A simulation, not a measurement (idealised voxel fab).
Herein follows the process module entitled voxel gate over fins.
Section cut is 240 nm wide and gridded with 5 nm square cells.
Heads up, the way a cross-section reads in here is a grid of square cells, handed over as bands from the top down, with every band being one or more rows of cells.
Basically the band line says how high the top is and how high the bottom is, in nm, and then what's in it from left to right, every material with its width in nm. Empty space shows up as "empty", and if a single material carries "throughout" it runs the full band edge to edge.
Where do heights start? At 0: under that level the wafer as delivered is made of one material only. And the lowest band has no floor; it just carries on downward, as in "z 0 and below".
With a width like "30->40", each row of cells in the band differs from the next by the same amount, the top row carrying the first number and the bottom row the second.
It should be understood that the words "identical to before", when stated for a given step, signify that the cross-section underwent no change in any of its cells during that step.
Closed-off voids of 8+ cells (no open route to the top) go in "Unvented voids", written width x height at distance from the left edge, in nm.
On each step's line, the part that comes after the settings is the simulator's own comment on the step.
overlay nm: step with mask; distance mask lay right of planned place; negative value = left of planned place.
# plan
1: RECEIVE with material Si
2: CONFORMAL_DEP with material SiN, thk nm 10
3: PATTERN with tone cover, mask id FINS, material resist, width nm 15, pitch nm 35, thk nm 15, overlay nm 0
4: DIRECTIONAL_ETCH with etch materials SiN, depth nm 10
5: DIRECTIONAL_ETCH with etch materials Si, depth nm 40
6: STRIP with etch materials resist
7: FILL_DEP with material SiO2, thk nm 10
8: CMP with height nm 10
9: SELECTIVE_ETCH with etch materials SiO2, depth nm 20
10: STRIP with etch materials SiN
11: CONFORMAL_DEP with material HfO2, thk nm 5
12: CONFORMAL_DEP with material TiN, thk nm 5
13: CONFORMAL_DEP with material TiAl, thk nm 5
14: CONFORMAL_DEP with material TiN, thk nm 5
15: FILL_DEP with material W, thk nm 10
16: CMP with height nm 25
17: CONFORMAL_DEP with material SiCN, thk nm 10
# Cross-section of the wafer as it came to us, i.e., already through step 1
- z 0 and below | Si throughout
- Unvented voids: none
# The first of two wafers, cross-sectioned at the end of the module, with the run proceeding as planned
- z 35 to 25 | SiCN throughout
- z 25 to 20 | W throughout
- z 20 to 15 | W 55  TiN 125  W 60
- z 15 to 10 | W 55  TiN 5  TiAl 115  TiN 5  W 60
- z 10 to 5 | TiN 60  TiAl 5  TiN 105  TiAl 5  TiN 65
- z 5 to 0 | TiAl 65  TiN 5  HfO2 25  TiN 10  HfO2 25  TiN 10  HfO2 25  TiN 5  TiAl 70
- z 0 to -5 | TiN 70  HfO2 5  Si 15  HfO2 5  TiN 10  HfO2 5  Si 15  HfO2 5  TiN 10  HfO2 5  Si 15  HfO2 5  TiN 75
- z -5 to -10 | HfO2 75  Si 15  HfO2 20  Si 15  HfO2 20  Si 15  HfO2 80
- z -10 to -40 | SiO2 75  Si 15  SiO2 20  Si 15  SiO2 20  Si 15  SiO2 80
- z -40 and below | Si throughout
- Unvented voids: none
# This is the second of the two wafers, cross-sectioned at the end of the module; it started exactly like the first and was given the same plan, but it was run with one mistake
- z 25 to 15 | SiCN throughout
- z 15 to 10 | W 55  TiN 5  TiAl 115  TiN 5  W 60
- z 10 to 5 | TiN 60  TiAl 5  TiN 105  TiAl 5  TiN 65
- z 5 to 0 | TiAl 65  TiN 5  HfO2 25  TiN 10  HfO2 25  TiN 10  HfO2 25  TiN 5  TiAl 70
- z 0 to -5 | TiN 70  HfO2 5  Si 15  HfO2 5  TiN 10  HfO2 5  Si 15  HfO2 5  TiN 10  HfO2 5  Si 15  HfO2 5  TiN 75
- z -5 to -10 | HfO2 75  Si 15  HfO2 20  Si 15  HfO2 20  Si 15  HfO2 80
- z -10 to -40 | SiO2 75  Si 15  SiO2 20  Si 15  SiO2 20  Si 15  SiO2 80
- z -40 and below | Si throughout
- Unvented voids: none
Run error: step 16 did not happen as planned, as run it was CMP with height nm 15
Once processing is complete, comparing cell counts shows that the second wafer has more or fewer of certain materials than the first: -25 TiN | -71 W
